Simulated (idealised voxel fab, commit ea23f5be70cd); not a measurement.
process module | voxel released beams
cross-section cut | 215 nm wide | cells 5 nm
A cross-section is a grid of square cells, given in bands from the top down. A band is one or more rows of cells.
Each band's line starts with the height of the band's top and of its bottom, in nm. Then come its materials from left to right, each with its width in nm. One material with "throughout" fills the band from edge to edge. "air" is empty space.
Height 0 is the level under which the wafer as received is all one material. The lowest band goes on downwards, as in "0 down".
A width such as "30 to 40" changes by the same amount from each row of cells to the next, from the band's top row to its bottom row.
"no change" after a step means that no cell of the cross-section changed.
closed voids: empty space of 8 cells or more with no open way to the top, each as width x height at its distance from the left edge, in nm
after a step's settings: what the simulator itself notes on the step
overlay nm, on a step with a mask: how far to the right of its planned place the mask lay; to the left if negative
plan
1 op RECEIVE | material Si
2 op CONFORMAL_DEP | material SiN | thk nm 5
3 op DIRECTIONAL_DEP | material SiO2 | thk nm 15
4 op DIRECTIONAL_DEP | material aC | thk nm 15
5 op PATTERN | tone open | mask id ANCHOR | material resist | width nm 30 | thk nm 35 | overlay nm 0
6 op DIRECTIONAL_ETCH | etch materials aC | depth nm 15
7 op STRIP | etch materials resist
8 op DIRECTIONAL_ETCH | etch materials SiO2 | depth nm 15
9 op STRIP | etch materials aC
10 op CONFORMAL_DEP | material TiN | thk nm 10
11 op DIRECTIONAL_DEP | material aC | thk nm 10
12 op PATTERN | tone cover | mask id BEAM | material resist | width nm 105 | thk nm 30 | overlay nm 0
13 op DIRECTIONAL_ETCH | etch materials aC | depth nm 10
14 op STRIP | etch materials resist
15 op DIRECTIONAL_ETCH | etch materials TiN | depth nm 10
16 op STRIP | etch materials aC
17 op STRIP | etch materials SiO2
as received, after step 1
  0 down: Si throughout
  closed voids: none
first wafer at the end, as planned
  30 to 20: air 50 | TiN 15 | air 10 | TiN 80 | air 60
  20 to 15: air 55 | TiN 10 | air 10 | TiN 10 | air 130
  15 to 5: air 55 | TiN 30 | air 130
  5 to 0: SiN throughout
  0 down: Si throughout
  closed voids: none
second wafer at the end: like start, like plan, one mistake
  30 to 20: air 60 | TiN 5 | air 10 | TiN 90 | air 50
  20 to 15: air 55 | TiN 10 | air 10 | TiN 10 | air 130
  15 to 5: air 55 | TiN 30 | air 130
  5 to 0: SiN throughout
  0 down: Si throughout
  closed voids: none
what went wrong: step 12 ran as: op PATTERN | tone cover | mask id BEAM | material resist | width nm 105 | thk nm 30 | overlay nm 10
at the end the second wafer has, in cells: as many of each material as the first, in other places
